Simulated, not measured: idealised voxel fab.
The process module presented herein is designated voxel transistor to metal.
Pictured: cross-section cut, 150 nm wide, on a grid of 5 nm square cells.
Heads up, the way a cross-section reads in here is a grid of square cells, handed over as bands from the top down, with every band being one or more rows of cells. It is stipulated that each band's entry specify, in nanometres, the height of the top of the band and then that of its bottom, followed by the materials of the band in left-to-right sequence, each together with its width in nanometres. A single material marked by the word "edge to edge" is understood to fill the band from edge to edge; the word "air" is understood to denote empty space. Heights are measured from 0, the level below which the as-received wafer is all one material; the lowest band has no bottom and continues downward, written as in "z 0 and below". A width given as "30 to 40" starts at the first number in the band's top row and ends at the second number in its bottom row, shifting by an equal amount at every step from row to row. Key: "no change" - step with no changed cell in the cross-section. Any empty space of 8 cells or more lacking an open way to the top shows up in "Closed void listing" as width x height at distance, distance from the left edge, in nm. Whatever follows a step's settings on its line is a remark the simulator itself makes about that step. overlay nm: step with mask; distance mask lay right of planned place; negative value = left of planned place. Pairs ahead. Before: cross-section ahead of one process step. After: cross-section once the step is done, shown to the lowest changed band only. Under each pair: that step, with settings. Caution: pairs may come from different runs of this module on the same starting wafer; a pair follows the pair above only where its "Pre-step cross-section" entry says so.
-- Pre-step cross-section
- z 60 to 55: 35 TiN  10 air  55 TiN  10 air  40 TiN
- z 55 to 40: 30 SiO2  5 TiN  10 air  5 TiN  45 SiO2  5 TiN  10 air  5 TiN  35 SiO2
- z 40 to 30: 30 SiO2  5 TiN  10 air  5 TiN  5 SiO2  10 SiN  15 SiCN  10 SiN  5 SiO2  5 TiN  10 air  5 TiN  35 SiO2
- z 30 to 10: 30 SiO2  5 TiN  10 air  5 TiN  5 SiO2  10 SiN  15 polySi  10 SiN  5 SiO2  5 TiN  10 air  5 TiN  35 SiO2
- z 10 to 5: 30 SiO2  5 TiN  5 air  10 TiN  5 SiO2  10 SiN  15 polySi  10 SiN  5 SiO2  10 TiN  5 air  5 TiN  35 SiO2
- z 5 to 0: 20 SiO2  10 SiN  15 TiN  10 pSi  10 SiN  15 polySi  10 SiN  10 pSi  15 TiN  10 SiN  25 SiO2
- z 0 to -5: 20 SiO2  10 SiN  25 pSi  35 SiO2  25 pSi  10 SiN  25 SiO2
- z -5 to -10: 35 SiO2  20 pSi  35 Si  20 pSi  40 SiO2
- z -10 to -15: 30 SiO2  5 Si  20 pSi  35 Si  20 pSi  5 Si  35 SiO2
- z -15 to -30: 30 SiO2  85 Si  35 SiO2
- z -30 and below: Si edge to edge
- Closed void listing: none
-- Step Result
- z 65 to 60: Ru edge to edge
- z 60 to 55: 35 TiN  10 Ru  55 TiN  10 Ru  40 TiN
- z 55 to 40: 30 SiO2  5 TiN  10 Ru  5 TiN  45 SiO2  5 TiN  10 Ru  5 TiN  35 SiO2
- z 40 to 30: 30 SiO2  5 TiN  10 Ru  5 TiN  5 SiO2  10 SiN  15 SiCN  10 SiN  5 SiO2  5 TiN  10 Ru  5 TiN  35 SiO2
- z 30 to 10: 30 SiO2  5 TiN  10 Ru  5 TiN  5 SiO2  10 SiN  15 polySi  10 SiN  5 SiO2  5 TiN  10 Ru  5 TiN  35 SiO2
- z 10 to 5: 30 SiO2  5 TiN  5 Ru  10 TiN  5 SiO2  10 SiN  15 polySi  10 SiN  5 SiO2  10 TiN  5 Ru  5 TiN  35 SiO2
- At heights below 5, the structure remains unaltered.
- Closed void listing: none
The step occurring between the two cross-sections depicted above is identified as FILL_DEP, material Ru, thk nm 5
Pre-step cross-section: per the after cross-section of the pair just above.
-- Step Result
- z 55 to 40: 30 SiO2  5 TiN  10 Ru  5 TiN  45 SiO2  5 TiN  10 Ru  5 TiN  35 SiO2
- At heights below 40, the structure remains unaltered.
- Closed void listing: none
The step occurring between the two cross-sections depicted above is identified as CMP, height nm 55
Pre-step cross-section: per the after cross-section of the pair just above.
-- Step Result
- z 60 to 55: SiCN edge to edge
- At heights below 55, the structure remains unaltered.
- Closed void listing: none
The step occurring between the two cross-sections depicted above is identified as CONFORMAL_DEP, material SiCN, thk nm 5
Pre-step cross-section: per the after cross-section of the pair just above.
-- Step Result
- z 80 to 60: SiO2 edge to edge
- At heights below 60, the structure remains unaltered.
- Closed void listing: none
The step occurring between the two cross-sections depicted above is identified as DIRECTIONAL_DEP, material SiO2, thk nm 20
Pre-step cross-section: per the after cross-section of the pair just above.
-- Step Result
- z 95 to 80: 30 resist  20 air  45 resist  20 air  35 resist
- At heights below 80, the structure remains unaltered.
- Closed void listing: none
The step occurring between the two cross-sections depicted above is identified as PATTERN, tone open, mask id METAL_1, material resist, width nm 20, pitch nm 65, thk nm 15, overlay nm 0
Pre-step cross-section: per the after cross-section of the pair just above.
-- Step Result
- z 95 to 80: 30 resist  20 air  45 resist  20 air  35 resist
- z 80 to 60: 30 SiO2  20 air  45 SiO2  20 air  35 SiO2
- At heights below 60, the structure remains unaltered.
- Closed void listing: none
The step occurring between the two cross-sections depicted above is identified as DIRECTIONAL_ETCH, etch materials SiO2, depth nm 20
Pre-step cross-section: per the after cross-section of the pair just above.
-- Step Result
- z 95 to 80: 30 resist  20 air  45 resist  20 air  35 resist
- z 80 to 60: 30 SiO2  20 air  45 SiO2  20 air  35 SiO2
- z 60 to 55: 30 SiCN  20 air  45 SiCN  20 air  35 SiCN
- At heights below 55, the structure remains unaltered.
- Closed void listing: none
The step occurring between the two cross-sections depicted above is identified as DIRECTIONAL_ETCH, etch materials SiCN, depth nm 5
Pre-step cross-section: per the after cross-section of the pair just above.
-- Step Result
- z 80 to 60: 30 SiO2  20 air  45 SiO2  20 air  35 SiO2
- At heights below 60, the structure remains unaltered.
- Closed void listing: none
The step occurring between the two cross-sections depicted above is identified as STRIP, etch materials resist
Pre-step cross-section: per the after cross-section of the pair just above.
-- Step Result
- z 85 to 80: 35 TiN  10 air  55 TiN  10 air  40 TiN
- z 80 to 60: 30 SiO2  5 TiN  10 air  5 TiN  45 SiO2  5 TiN  10 air  5 TiN  35 SiO2
- z 60 to 55: 30 SiCN  20 TiN  45 SiCN  20 TiN  35 SiCN
- At heights below 55, the structure remains unaltered.
- Closed void listing: none
The step occurring between the two cross-sections depicted above is identified as CONFORMAL_DEP, material TiN, thk nm 5
Pre-step cross-section: per the after cross-section of the pair just above.
-- Step Result
- z 90 to 85: Cu edge to edge
- z 85 to 80: 35 TiN  10 Cu  55 TiN  10 Cu  40 TiN
- z 80 to 60: 30 SiO2  5 TiN  10 Cu  5 TiN  45 SiO2  5 TiN  10 Cu  5 TiN  35 SiO2
- At heights below 60, the structure remains unaltered.
- Closed void listing: none
The step occurring between the two cross-sections depicted above is identified as FILL_DEP, material Cu, thk nm 5
Pre-step cross-section: per the after cross-section of the pair just above.
-- Step Result
- z 80 to 60: 30 SiO2  5 TiN  10 Cu  5 TiN  45 SiO2  5 TiN  10 Cu  5 TiN  35 SiO2
- At heights below 60, the structure remains unaltered.
- Closed void listing: none
The step occurring between the two cross-sections depicted above is identified as CMP, height nm 80
Pre-step cross-section: per the after cross-section of the pair just above.
-- Step Result
- z 85 to 80: SiN edge to edge
- At heights below 80, the structure remains unaltered.
- Closed void listing: none
The step occurring between the two cross-sections depicted above is identified as CONFORMAL_DEP, material SiN, thk nm 5
-- Pre-step cross-section
- z 55 to 40: SiO2 edge to edge
- z 40 to 30: 55 SiO2  10 SiN  15 SiCN  10 SiN  60 SiO2
- z 30 to 5: 55 SiO2  10 SiN  15 polySi  10 SiN  60 SiO2
- z 5 to 0: 20 SiO2  10 SiN  15 SiO2  10 pSi  10 SiN  15 polySi  10 SiN  10 pSi  15 SiO2  10 SiN  25 SiO2
- z 0 to -5: 45 SiO2  10 pSi  35 SiO2  10 pSi  50 SiO2
- z -5 to -15: 30 SiO2  25 pSi  35 Si  25 pSi  35 SiO2
- z -15 to -30: 30 SiO2  85 Si  35 SiO2
- z -30 and below: Si edge to edge
- Closed void listing: none
-- Step Result
- z 70 to 40: SiO2 edge to edge
- At heights below 40, the structure remains unaltered.
- Closed void listing: none
The step occurring between the two cross-sections depicted above is identified as DIRECTIONAL_DEP, material SiO2, thk nm 15
Pre-step cross-section: per the after cross-section of the pair just above.
-- Step Result
- z 70 to 40: 30 SiO2  20 air  45 SiO2  20 air  35 SiO2
- z 40 to 30: 30 SiO2  20 air  5 SiO2  10 SiN  15 SiCN  10 SiN  5 SiO2  20 air  35 SiO2
- z 30 to 10: 30 SiO2  20 air  5 SiO2  10 SiN  15 polySi  10 SiN  5 SiO2  20 air  35 SiO2
- At heights below 10, the structure remains unaltered.
- Closed void listing: none
The step occurring between the two cross-sections depicted above is identified as MASKED_ETCH, tone open, mask id CONTACT, width nm 20, pitch nm 65, etch materials SiO2, depth nm 60, overlay nm 0
Pre-step cross-section: per the after cross-section of the pair just above.
-- Step Result
- z 75 to 70: 35 TiN  10 air  55 TiN  10 air  40 TiN
- z 70 to 40: 30 SiO2  5 TiN  10 air  5 TiN  45 SiO2  5 TiN  10 air  5 TiN  35 SiO2
- z 40 to 30: 30 SiO2  5 TiN  10 air  5 TiN  5 SiO2  10 SiN  15 SiCN  10 SiN  5 SiO2  5 TiN  10 air  5 TiN  35 SiO2
- z 30 to 15: 30 SiO2  5 TiN  10 air  5 TiN  5 SiO2  10 SiN  15 polySi  10 SiN  5 SiO2  5 TiN  10 air  5 TiN  35 SiO2
- z 15 to 10: 30 SiO2  20 TiN  5 SiO2  10 SiN  15 polySi  10 SiN  5 SiO2  20 TiN  35 SiO2
- At heights below 10, the structure remains unaltered.
- Closed void listing: none
The step occurring between the two cross-sections depicted above is identified as CONFORMAL_DEP, material TiN, thk nm 5
Pre-step cross-section: per the after cross-section of the pair just above.
-- Step Result
- z 80 to 75: Ru edge to edge
- z 75 to 70: 35 TiN  10 Ru  55 TiN  10 Ru  40 TiN
- z 70 to 40: 30 SiO2  5 TiN  10 Ru  5 TiN  45 SiO2  5 TiN  10 Ru  5 TiN  35 SiO2
- z 40 to 30: 30 SiO2  5 TiN  10 Ru  5 TiN  5 SiO2  10 SiN  15 SiCN  10 SiN  5 SiO2  5 TiN  10 Ru  5 TiN  35 SiO2
- z 30 to 15: 30 SiO2  5 TiN  10 Ru  5 TiN  5 SiO2  10 SiN  15 polySi  10 SiN  5 SiO2  5 TiN  10 Ru  5 TiN  35 SiO2
- At heights below 15, the structure remains unaltered.
- Closed void listing: none
The step occurring between the two cross-sections depicted above is identified as FILL_DEP, material Ru, thk nm 5
Pre-step cross-section: per the after cross-section of the pair just above.
-- Step Result
- z 55 to 40: 30 SiO2  5 TiN  10 Ru  5 TiN  45 SiO2  5 TiN  10 Ru  5 TiN  35 SiO2
- At heights below 40, the structure remains unaltered.
- Closed void listing: none
The step occurring between the two cross-sections depicted above is identified as CMP, height nm 55
Pre-step cross-section: per the after cross-section of the pair just above.
-- Step Result
- z 60 to 55: SiCN edge to edge
- At heights below 55, the structure remains unaltered.
- Closed void listing: none
The step occurring between the two cross-sections depicted above is identified as CONFORMAL_DEP, material SiCN, thk nm 5
Pre-step cross-section: per the after cross-section of the pair just above.
-- Step Result
- z 80 to 60: SiO2 edge to edge
- At heights below 60, the structure remains unaltered.
- Closed void listing: none
The step occurring between the two cross-sections depicted above is identified as DIRECTIONAL_DEP, material SiO2, thk nm 20
Pre-step cross-section: per the after cross-section of the pair just above.
-- Step Result
- z 95 to 80: 30 resist  20 air  45 resist  20 air  35 resist
- At heights below 80, the structure remains unaltered.
- Closed void listing: none
The step occurring between the two cross-sections depicted above is identified as PATTERN, tone open, mask id METAL_1, material resist, width nm 20, pitch nm 65, thk nm 15, overlay nm 0
Pre-step cross-section: per the after cross-section of the pair just above.
-- Step Result
- z 95 to 80: 30 resist  20 air  45 resist  20 air  35 resist
- z 80 to 60: 30 SiO2  20 air  45 SiO2  20 air  35 SiO2
- At heights below 60, the structure remains unaltered.
- Closed void listing: none
The step occurring between the two cross-sections depicted above is identified as DIRECTIONAL_ETCH, etch materials SiO2, depth nm 20
Pre-step cross-section: per the after cross-section of the pair just above.
-- Step Result
- z 95 to 80: 30 resist  20 air  45 resist  20 air  35 resist
- z 80 to 60: 30 SiO2  20 air  45 SiO2  20 air  35 SiO2
- z 60 to 55: 30 SiCN  20 air  45 SiCN  20 air  35 SiCN
- At heights below 55, the structure remains unaltered.
- Closed void listing: none
The step occurring between the two cross-sections depicted above is identified as DIRECTIONAL_ETCH, etch materials SiCN, depth nm 5
Pre-step cross-section: per the after cross-section of the pair just above.
-- Step Result
- z 80 to 60: 30 SiO2  20 air  45 SiO2  20 air  35 SiO2
- At heights below 60, the structure remains unaltered.
- Closed void listing: none
The step occurring between the two cross-sections depicted above is identified as STRIP, etch materials resist
Pre-step cross-section: per the after cross-section of the pair just above.
-- Step Result
- z 85 to 80: 35 TiN  10 air  55 TiN  10 air  40 TiN
- z 80 to 60: 30 SiO2  5 TiN  10 air  5 TiN  45 SiO2  5 TiN  10 air  5 TiN  35 SiO2
- z 60 to 55: 30 SiCN  20 TiN  45 SiCN  20 TiN  35 SiCN
- At heights below 55, the structure remains unaltered.
- Closed void listing: none
The step occurring between the two cross-sections depicted above is identified as CONFORMAL_DEP, material TiN, thk nm 5
Pre-step cross-section: per the after cross-section of the pair just above.
-- Step Result
- z 90 to 85: Cu edge to edge
- z 85 to 80: 35 TiN  10 Cu  55 TiN  10 Cu  40 TiN
- z 80 to 60: 30 SiO2  5 TiN  10 Cu  5 TiN  45 SiO2  5 TiN  10 Cu  5 TiN  35 SiO2
- At heights below 60, the structure remains unaltered.
- Closed void listing: none
The step occurring between the two cross-sections depicted above is identified as FILL_DEP, material Cu, thk nm 5
Pre-step cross-section: per the after cross-section of the pair just above.
-- Step Result
- z 80 to 60: 30 SiO2  5 TiN  10 Cu  5 TiN  45 SiO2  5 TiN  10 Cu  5 TiN  35 SiO2
- At heights below 60, the structure remains unaltered.
- Closed void listing: none
The step occurring between the two cross-sections depicted above is identified as CMP, height nm 80
Pre-step cross-section: per the after cross-section of the pair just above.
-- Step Result
- z 85 to 80: SiN edge to edge
- At heights below 80, the structure remains unaltered.
- Closed void listing: none
The step occurring between the two cross-sections depicted above is identified as CONFORMAL_DEP, material SiN, thk nm 5
-- Pre-step cross-section
- z 55 to 40: 30 SiO2  5 TiN  10 Ru  5 TiN  45 SiO2  5 TiN  10 Ru  5 TiN  35 SiO2
- z 40 to 30: 30 SiO2  5 TiN  10 Ru  5 TiN  5 SiO2  10 SiN  15 SiCN  10 SiN  5 SiO2  5 TiN  10 Ru  5 TiN  35 SiO2
- z 30 to 10: 30 SiO2  5 TiN  10 Ru  5 TiN  5 SiO2  10 SiN  15 polySi  10 SiN  5 SiO2  5 TiN  10 Ru  5 TiN  35 SiO2
- z 10 to 5: 30 SiO2  5 TiN  5 Ru  10 TiN  5 SiO2  10 SiN  15 polySi  10 SiN  5 SiO2  10 TiN  5 Ru  5 TiN  35 SiO2
- z 5 to 0: 20 SiO2  10 SiN  5 TiN  5 Ru  5 TiN  10 pSi  10 SiN  15 polySi  10 SiN  10 pSi  5 TiN  5 Ru  5 TiN  10 SiN  25 SiO2
- z 0 to -5: 30 SiO2  15 TiN  10 pSi  35 SiO2  10 pSi  15 TiN  35 SiO2
- z -5 to -15: 30 SiO2  25 pSi  35 Si  25 pSi  35 SiO2
- z -15 to -30: 30 SiO2  85 Si  35 SiO2
- z -30 and below: Si edge to edge
- Closed void listing: none
-- Step Result
- z 75 to 55: SiO2 edge to edge
- At heights below 55, the structure remains unaltered.
- Closed void listing: none
The step occurring between the two cross-sections depicted above is identified as DIRECTIONAL_DEP, material SiO2, thk nm 20
Pre-step cross-section: per the after cross-section of the pair just above.
-- Step Result
- z 80 to 75: SiCN edge to edge
- At heights below 75, the structure remains unaltered.
- Closed void listing: none
The step occurring between the two cross-sections depicted above is identified as CONFORMAL_DEP, material SiCN, thk nm 5
Pre-step cross-section: per the after cross-section of the pair just above.
-- Step Result
- z 95 to 80: 30 resist  20 air  45 resist  20 air  35 resist
- At heights below 80, the structure remains unaltered.
- Closed void listing: none
The step occurring between the two cross-sections depicted above is identified as PATTERN, tone open, mask id METAL_1, material resist, width nm 20, pitch nm 65, thk nm 15, overlay nm 0
Pre-step cross-section: per the after cross-section of the pair just above.
-- Step Result
- z 95 to 80: 30 resist  20 air  45 resist  20 air  35 resist
- z 80 to 75: 30 SiCN  20 air  45 SiCN  20 air  35 SiCN
- At heights below 75, the structure remains unaltered.
- Closed void listing: none
The step occurring between the two cross-sections depicted above is identified as DIRECTIONAL_ETCH, etch materials SiCN, depth nm 5
Pre-step cross-section: per the after cross-section of the pair just above.
-- Step Result
- z 80 to 75: 30 SiCN  20 air  45 SiCN  20 air  35 SiCN
- At heights below 75, the structure remains unaltered.
- Closed void listing: none
The step occurring between the two cross-sections depicted above is identified as STRIP, etch materials resist
Pre-step cross-section: per the after cross-section of the pair just above.
-- Step Result
- z 85 to 80: 35 TiN  10 air  55 TiN  10 air  40 TiN
- z 80 to 75: 30 SiCN  20 TiN  45 SiCN  20 TiN  35 SiCN
- At heights below 75, the structure remains unaltered.
- Closed void listing: none
The step occurring between the two cross-sections depicted above is identified as CONFORMAL_DEP, material TiN, thk nm 5
Pre-step cross-section: per the after cross-section of the pair just above.
-- Step Result
- z 90 to 85: Cu edge to edge
- z 85 to 80: 35 TiN  10 Cu  55 TiN  10 Cu  40 TiN
- At heights below 80, the structure remains unaltered.
- Closed void listing: none
The step occurring between the two cross-sections depicted above is identified as FILL_DEP, material Cu, thk nm 5
Pre-step cross-section: per the after cross-section of the pair just above.
-- Step Result
- z 80 to 75: 30 SiCN  20 TiN  45 SiCN  20 TiN  35 SiCN
- At heights below 75, the structure remains unaltered.
- Closed void listing: none
The step occurring between the two cross-sections depicted above is identified as CMP, height nm 80
Pre-step cross-section: per the after cross-section of the pair just above.
-- Step Result
- z 85 to 80: SiN edge to edge
- At heights below 80, the structure remains unaltered.
- Closed void listing: none
The step occurring between the two cross-sections depicted above is identified as CONFORMAL_DEP, material SiN, thk nm 5
-- Pre-step cross-section
- z 40 to 30: 65 air  15 SiCN  70 air
- z 30 to 5: 65 air  15 polySi  70 air
- z 5 to 0: 20 SiO2  45 air  15 polySi  45 air  25 SiO2
- z 0 to -5: SiO2 edge to edge
- z -5 to -30: 30 SiO2  85 Si  35 SiO2
- z -30 and below: Si edge to edge
- Closed void listing: none
-- Step Result
- z 55 to 40: 50 air  45 SiN  55 air
- z 40 to 30: 50 air  15 SiN  15 SiCN  15 SiN  55 air
- z 30 to 20: 50 air  15 SiN  15 polySi  15 SiN  55 air
- z 20 to 15: 35 SiN  15 air  15 SiN  15 polySi  15 SiN  15 air  40 SiN
- z 15 to 5: 65 SiN  15 polySi  70 SiN
- z 5 to 0: 20 SiO2  45 SiN  15 polySi  45 SiN  25 SiO2
- At heights below 0, the structure remains unaltered.
- Closed void listing: none
The step occurring between the two cross-sections depicted above is identified as CONFORMAL_DEP, material SiN, thk nm 15
Pre-step cross-section: per the after cross-section of the pair just above.
-- Step Result
- z 45 to 40: 50 air  45 SiN  55 air
- z 40 to 30: 50 air  15 SiN  15 SiCN  15 SiN  55 air
- z 30 to 10: 50 air  15 SiN  15 polySi  15 SiN  55 air
- z 10 to 5: 35 SiN  15 air  15 SiN  15 polySi  15 SiN  15 air  40 SiN
- At heights below 5, the structure remains unaltered.
- Closed void listing: none
The step occurring between the two cross-sections depicted above is identified as DIRECTIONAL_ETCH, etch materials SiN, depth nm 10
Pre-step cross-section: per the after cross-section of the pair just above.
-- Step Result
- z 50 to 45: SiO2 edge to edge
- z 45 to 40: 50 SiO2  45 SiN  55 SiO2
- z 40 to 30: 50 SiO2  15 SiN  15 SiCN  15 SiN  55 SiO2
- z 30 to 10: 50 SiO2  15 SiN  15 polySi  15 SiN  55 SiO2
- z 10 to 5: 35 SiN  15 SiO2  15 SiN  15 polySi  15 SiN  15 SiO2  40 SiN
- At heights below 5, the structure remains unaltered.
- Closed void listing: none
The step occurring between the two cross-sections depicted above is identified as FILL_DEP, material SiO2, thk nm 5
Pre-step cross-section: per the after cross-section of the pair just above.
-- Step Result
- z 40 to 30: 50 SiO2  15 SiN  15 SiCN  15 SiN  55 SiO2
- At heights below 30, the structure remains unaltered.
- Closed void listing: none
The step occurring between the two cross-sections depicted above is identified as CMP, height nm 40
Pre-step cross-section: per the after cross-section of the pair just above.
-- Step Result
- z 55 to 40: SiO2 edge to edge
- At heights below 40, the structure remains unaltered.
- Closed void listing: none
The step occurring between the two cross-sections depicted above is identified as DIRECTIONAL_DEP, material SiO2, thk nm 15
Pre-step cross-section: per the after cross-section of the pair just above.
-- Step Result
- z 55 to 40: 30 SiO2  20 air  45 SiO2  20 air  35 SiO2
- z 40 to 30: 30 SiO2  20 air  15 SiN  15 SiCN  15 SiN  20 air  35 SiO2
- z 30 to 10: 30 SiO2  20 air  15 SiN  15 polySi  15 SiN  20 air  35 SiO2
- z 10 to 5: 35 SiN  15 air  15 SiN  15 polySi  15 SiN  15 air  40 SiN
- At heights below 5, the structure remains unaltered.
- Closed void listing: none
The step occurring between the two cross-sections depicted above is identified as MASKED_ETCH, tone open, mask id CONTACT, width nm 20, pitch nm 65, etch materials SiO2, depth nm 60, overlay nm 0
Pre-step cross-section: per the after cross-section of the pair just above.
-- Step Result
- z 60 to 55: 35 TiN  10 air  55 TiN  10 air  40 TiN
- z 55 to 40: 30 SiO2  5 TiN  10 air  5 TiN  45 SiO2  5 TiN  10 air  5 TiN  35 SiO2
- z 40 to 30: 30 SiO2  5 TiN  10 air  5 TiN  15 SiN  15 SiCN  15 SiN  5 TiN  10 air  5 TiN  35 SiO2
- z 30 to 15: 30 SiO2  5 TiN  10 air  5 TiN  15 SiN  15 polySi  15 SiN  5 TiN  10 air  5 TiN  35 SiO2
- z 15 to 10: 30 SiO2  10 TiN  5 air  5 TiN  15 SiN  15 polySi  15 SiN  5 TiN  5 air  10 TiN  35 SiO2
- z 10 to 5: 35 SiN  15 TiN  15 SiN  15 polySi  15 SiN  15 TiN  40 SiN
- At heights below 5, the structure remains unaltered.
- Closed void listing: none
The step occurring between the two cross-sections depicted above is identified as CONFORMAL_DEP, material TiN, thk nm 5
Pre-step cross-section: per the after cross-section of the pair just above.
-- Step Result
- z 65 to 60: Ru edge to edge
- z 60 to 55: 35 TiN  10 Ru  55 TiN  10 Ru  40 TiN
- z 55 to 40: 30 SiO2  5 TiN  10 Ru  5 TiN  45 SiO2  5 TiN  10 Ru  5 TiN  35 SiO2
- z 40 to 30: 30 SiO2  5 TiN  10 Ru  5 TiN  15 SiN  15 SiCN  15 SiN  5 TiN  10 Ru  5 TiN  35 SiO2
- z 30 to 15: 30 SiO2  5 TiN  10 Ru  5 TiN  15 SiN  15 polySi  15 SiN  5 TiN  10 Ru  5 TiN  35 SiO2
- z 15 to 10: 30 SiO2  10 TiN  5 Ru  5 TiN  15 SiN  15 polySi  15 SiN  5 TiN  5 Ru  10 TiN  35 SiO2
- At heights below 10, the structure remains unaltered.
- Closed void listing: none
The step occurring between the two cross-sections depicted above is identified as FILL_DEP, material Ru, thk nm 5
Pre-step cross-section: per the after cross-section of the pair just above.
-- Step Result
- z 55 to 40: 30 SiO2  5 TiN  10 Ru  5 TiN  45 SiO2  5 TiN  10 Ru  5 TiN  35 SiO2
- At heights below 40, the structure remains unaltered.
- Closed void listing: none
The step occurring between the two cross-sections depicted above is identified as CMP, height nm 55
Pre-step cross-section: per the after cross-section of the pair just above.
-- Step Result
- z 60 to 55: SiCN edge to edge
- At heights below 55, the structure remains unaltered.
- Closed void listing: none
The step occurring between the two cross-sections depicted above is identified as CONFORMAL_DEP, material SiCN, thk nm 5
Pre-step cross-section: per the after cross-section of the pair just above.
-- Step Result
- z 80 to 60: SiO2 edge to edge
- At heights below 60, the structure remains unaltered.
- Closed void listing: none
The step occurring between the two cross-sections depicted above is identified as DIRECTIONAL_DEP, material SiO2, thk nm 20
Pre-step cross-section: per the after cross-section of the pair just above.
-- Step Result
- z 95 to 80: 30 resist  20 air  45 resist  20 air  35 resist
- At heights below 80, the structure remains unaltered.
- Closed void listing: none
The step occurring between the two cross-sections depicted above is identified as PATTERN, tone open, mask id METAL_1, material resist, width nm 20, pitch nm 65, thk nm 15, overlay nm 0
Pre-step cross-section: per the after cross-section of the pair just above.
-- Step Result
- z 95 to 80: 30 resist  20 air  45 resist  20 air  35 resist
- z 80 to 60: 30 SiO2  20 air  45 SiO2  20 air  35 SiO2
- At heights below 60, the structure remains unaltered.
- Closed void listing: none
The step occurring between the two cross-sections depicted above is identified as DIRECTIONAL_ETCH, etch materials SiO2, depth nm 20
Pre-step cross-section: per the after cross-section of the pair just above.
-- Step Result
- z 95 to 80: 30 resist  20 air  45 resist  20 air  35 resist
- z 80 to 60: 30 SiO2  20 air  45 SiO2  20 air  35 SiO2
- z 60 to 55: 30 SiCN  20 air  45 SiCN  20 air  35 SiCN
- At heights below 55, the structure remains unaltered.
- Closed void listing: none
The step occurring between the two cross-sections depicted above is identified as DIRECTIONAL_ETCH, etch materials SiCN, depth nm 5
Pre-step cross-section: per the after cross-section of the pair just above.
-- Step Result
- z 80 to 60: 30 SiO2  20 air  45 SiO2  20 air  35 SiO2
- At heights below 60, the structure remains unaltered.
- Closed void listing: none
The step occurring between the two cross-sections depicted above is identified as STRIP, etch materials resist
Pre-step cross-section: per the after cross-section of the pair just above.
-- Step Result
- z 85 to 80: 35 TiN  10 air  55 TiN  10 air  40 TiN
- z 80 to 60: 30 SiO2  5 TiN  10 air  5 TiN  45 SiO2  5 TiN  10 air  5 TiN  35 SiO2
- z 60 to 55: 30 SiCN  20 TiN  45 SiCN  20 TiN  35 SiCN
- At heights below 55, the structure remains unaltered.
- Closed void listing: none
The step occurring between the two cross-sections depicted above is identified as CONFORMAL_DEP, material TiN, thk nm 5
Pre-step cross-section: per the after cross-section of the pair just above.
-- Step Result
- z 90 to 85: Cu edge to edge
- z 85 to 80: 35 TiN  10 Cu  55 TiN  10 Cu  40 TiN
- z 80 to 60: 30 SiO2  5 TiN  10 Cu  5 TiN  45 SiO2  5 TiN  10 Cu  5 TiN  35 SiO2
- At heights below 60, the structure remains unaltered.
- Closed void listing: none
The step occurring between the two cross-sections depicted above is identified as FILL_DEP, material Cu, thk nm 5
Pre-step cross-section: per the after cross-section of the pair just above.
-- Step Result
- z 80 to 60: 30 SiO2  5 TiN  10 Cu  5 TiN  45 SiO2  5 TiN  10 Cu  5 TiN  35 SiO2
- At heights below 60, the structure remains unaltered.
- Closed void listing: none
The step occurring between the two cross-sections depicted above is identified as CMP, height nm 80
Pre-step cross-section: per the after cross-section of the pair just above.
-- Step Result
- z 85 to 80: SiN edge to edge
- At heights below 80, the structure remains unaltered.
- Closed void listing: none
The step occurring between the two cross-sections depicted above is identified as CONFORMAL_DEP, material SiN, thk nm 5
-- Pre-step cross-section
- z 55 to 40: SiO2 edge to edge
- z 40 to 30: 55 SiO2  10 SiN  15 SiCN  10 SiN  60 SiO2
- z 30 to 5: 55 SiO2  10 SiN  15 polySi  10 SiN  60 SiO2
- z 5 to 0: 20 SiO2  10 SiN  15 SiO2  10 pSi  10 SiN  15 polySi  10 SiN  10 pSi  15 SiO2  10 SiN  25 SiO2
- z 0 to -5: 45 SiO2  10 pSi  35 SiO2  10 pSi  50 SiO2
- z -5 to -15: 30 SiO2  25 pSi  35 Si  25 pSi  35 SiO2
- z -15 to -30: 30 SiO2  85 Si  35 SiO2
- z -30 and below: Si edge to edge
- Closed void listing: none
-- Step Result
- z 55 to 40: 25 SiO2  30 air  35 SiO2  30 air  30 SiO2
- z 40 to 30: 25 SiO2  30 air  10 SiN  15 SiCN  10 SiN  30 air  30 SiO2
- z 30 to 5: 25 SiO2  30 air  10 SiN  15 polySi  10 SiN  30 air  30 SiO2
- z 5 to 0: 20 SiO2  10 SiN  15 air  10 pSi  10 SiN  15 polySi  10 SiN  10 pSi  15 air  10 SiN  25 SiO2
- z 0 to -5: 30 SiO2  15 air  10 pSi  35 SiO2  10 pSi  15 air  35 SiO2
- At heights below -5, the structure remains unaltered.
- Closed void listing: none
The step occurring between the two cross-sections depicted above is identified as MASKED_ETCH, tone open, mask id CONTACT, width nm 30, pitch nm 65, etch materials SiO2, depth nm 60, overlay nm 0
Pre-step cross-section: per the after cross-section of the pair just above.
-- Step Result
- z 60 to 55: 30 TiN  20 air  45 TiN  20 air  35 TiN
- z 55 to 40: 25 SiO2  5 TiN  20 air  5 TiN  35 SiO2  5 TiN  20 air  5 TiN  30 SiO2
- z 40 to 30: 25 SiO2  5 TiN  20 air  5 TiN  10 SiN  15 SiCN  10 SiN  5 TiN  20 air  5 TiN  30 SiO2
- z 30 to 10: 25 SiO2  5 TiN  20 air  5 TiN  10 SiN  15 polySi  10 SiN  5 TiN  20 air  5 TiN  30 SiO2
- z 10 to 5: 25 SiO2  10 TiN  5 air  15 TiN  10 SiN  15 polySi  10 SiN  15 TiN  5 air  10 TiN  30 SiO2
- z 5 to 0: 20 SiO2  10 SiN  5 TiN  5 air  5 TiN  10 pSi  10 SiN  15 polySi  10 SiN  10 pSi  5 TiN  5 air  5 TiN  10 SiN  25 SiO2
- z 0 to -5: 30 SiO2  15 TiN  10 pSi  35 SiO2  10 pSi  15 TiN  35 SiO2
- At heights below -5, the structure remains unaltered.
- Closed void listing: none
The step occurring between the two cross-sections depicted above is identified as CONFORMAL_DEP, material TiN, thk nm 5
